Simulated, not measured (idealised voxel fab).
The document below concerns the process module designated voxel trench capacitor.
The width of the displayed cross-section, cut, is 185 nm; its cells are square, with a size of 5 nm.
When this document writes out a cross-section, it uses a grid of square cells and lists it as bands, beginning at the top and moving down, with a band standing for one or more rows of cells. In this notation a band is specified by the heights of its top and bottom, in that order and in nm, after which its materials appear from left to right, each paired with its width in nm. The word "full width" attached to a single material means that material fills the band from edge to edge; the word "blank" stands for empty space. The reference from which all heights are counted is 0, the level beneath which the as-received wafer is entirely one material; the lowest band, having no lower bound, proceeds downward and is written after the example "z 0 and below". The notation "30->40" denotes a width that varies across the rows of cells in the band, beginning at the first number in the top row, finishing at the second number in the bottom row, and changing by an identical amount from each row to the next. No cell of the cross-section changed in a step that is given as "no alteration". If an empty space has no open way to the top and is at least 8 cells in size, "Tabulated closed voids" lists it, written width x height at distance, where distance is measured from the left edge and every value is in nm. after a step's settings: what the simulator itself notes on the step. "overlay nm" on a masked step: distance the mask lay right of its planned place, negative for left.
The steps planned for the process are as follows:
1: RECEIVE (material Si)
2: CONFORMAL_DEP (material SiN; thk nm 10)
3: DIRECTIONAL_DEP (material aC; thk nm 15)
4: PATTERN (tone open; mask id TRENCH; material resist; width nm 30; pitch nm 50; thk nm 35; overlay nm 0)
5: DIRECTIONAL_ETCH (etch materials aC; depth nm 15)
6: STRIP (etch materials resist)
7: DIRECTIONAL_ETCH (etch materials SiN; depth nm 10)
8: DIRECTIONAL_ETCH (etch materials Si; depth nm 25)
9: STRIP (etch materials aC)
10: CONFORMAL_DEP (material Al2O3; thk nm 5)
11: CONFORMAL_DEP (material TiN; thk nm 5)
12: FILL_DEP (material W; thk nm 5)
13: CMP (height nm 10)
So this is the incoming wafer in cross-section - it's already been through step 1:
z 0 and below = Si full width
Tabulated closed voids: none
The module was run from the start shown above using the plan shown above, but one mistake was made doing it; the resulting wafer cross-section is below:
z 10 to 0 = 55 nm SiN, 5 nm Al2O3, 10 nm TiN, 5 nm Al2O3, 30 nm SiN, 5 nm Al2O3, 10 nm TiN, 5 nm Al2O3, 60 nm SiN
z 0 to -20 = 55 nm Si, 5 nm Al2O3, 10 nm TiN, 5 nm Al2O3, 30 nm Si, 5 nm Al2O3, 10 nm TiN, 5 nm Al2O3, 60 nm Si
z -20 to -25 = 55 nm Si, 20 nm Al2O3, 30 nm Si, 20 nm Al2O3, 60 nm Si
z -25 and below = Si full width
Tabulated closed voids: none
What broke from the plan during processing? contrary to plan, step 4 was performed as PATTERN (tone open; mask id TRENCH; material resist; width nm 20; pitch nm 50; thk nm 35; overlay nm 0)
